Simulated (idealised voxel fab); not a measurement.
The document below concerns the process module designated voxel quadruple lines.
Square cells of 5 nm make up the cross-section cut, whose width is 265 nm.
The cross-sections in this document take the form of a grid made of square cells. They are written out as bands, in order from top to bottom. Each band consists of one or more rows of cells.
Top height, bottom height, nm. Materials left to right, width each, nm. Single material + "everywhere" = fills band edge to edge. "empty" = empty.
It should be noted that heights are counted from 0, beneath which the wafer as supplied is of one material throughout, and that the lowest band possesses no lower boundary but continues downward, as written in "0 nm and below".
It should be noted that a width expressed as "30->40" varies in equal increments from row to row of cells within the band, taking the value of the first number at the top row and that of the second number at the bottom row.
Given "remained unchanged" for a step, no cell of the cross-section differs between before and after that step.
Listed in "Fully closed voids": every empty space of 8 or more cells without an open way to the top. Form: width x height at distance, the distance being from the left edge, all in nm.
Whatever follows a step's settings on its line is a remark the simulator itself makes about that step.
If you see "overlay nm" on a step's line and that step has a mask, it's telling you how far right of where it was planned the mask ended up; a negative number means it went left instead.
### plan
| 1 | RECEIVE, material Si |
| 2 | CONFORMAL_DEP, material Al2O3, thk nm 5 |
| 3 | DIRECTIONAL_DEP, material Ru, thk nm 15 |
| 4 | DIRECTIONAL_DEP, material polySi, thk nm 20 |
| 5 | DIRECTIONAL_DEP, material aC, thk nm 20 |
| 6 | PATTERN, tone cover, mask id MANDREL, material resist, width nm 20, thk nm 25, overlay nm 0 |
| 7 | DIRECTIONAL_ETCH, etch materials aC, depth nm 20 |
| 8 | STRIP, etch materials resist |
| 9 | CONFORMAL_DEP, material SiO2, thk nm 10 |
| 10 | DIRECTIONAL_ETCH, etch materials SiO2, depth nm 10 |
| 11 | STRIP, etch materials aC |
| 12 | DIRECTIONAL_ETCH, etch materials polySi, depth nm 20 |
| 13 | STRIP, etch materials SiO2 |
| 14 | CONFORMAL_DEP, material SiN, thk nm 5 |
| 15 | DIRECTIONAL_ETCH, etch materials SiN, depth nm 5 |
| 16 | STRIP, etch materials polySi |
| 17 | DIRECTIONAL_ETCH, etch materials Ru, depth nm 15 |
| 18 | STRIP, etch materials SiN |
### As-received wafer cross-section (after step 1)
  0 nm and below | Si everywhere
  Fully closed voids: none
### End state of the module in cross-section, given the above starting point and plan and one mistake in execution
  25 nm to 5 nm | polySi everywhere
  5 nm to 0 nm | Al2O3 everywhere
  0 nm and below | Si everywhere
  Fully closed voids: none
Against the plan, the run slipped here: plan vs actual: 3 and 4 interchanged
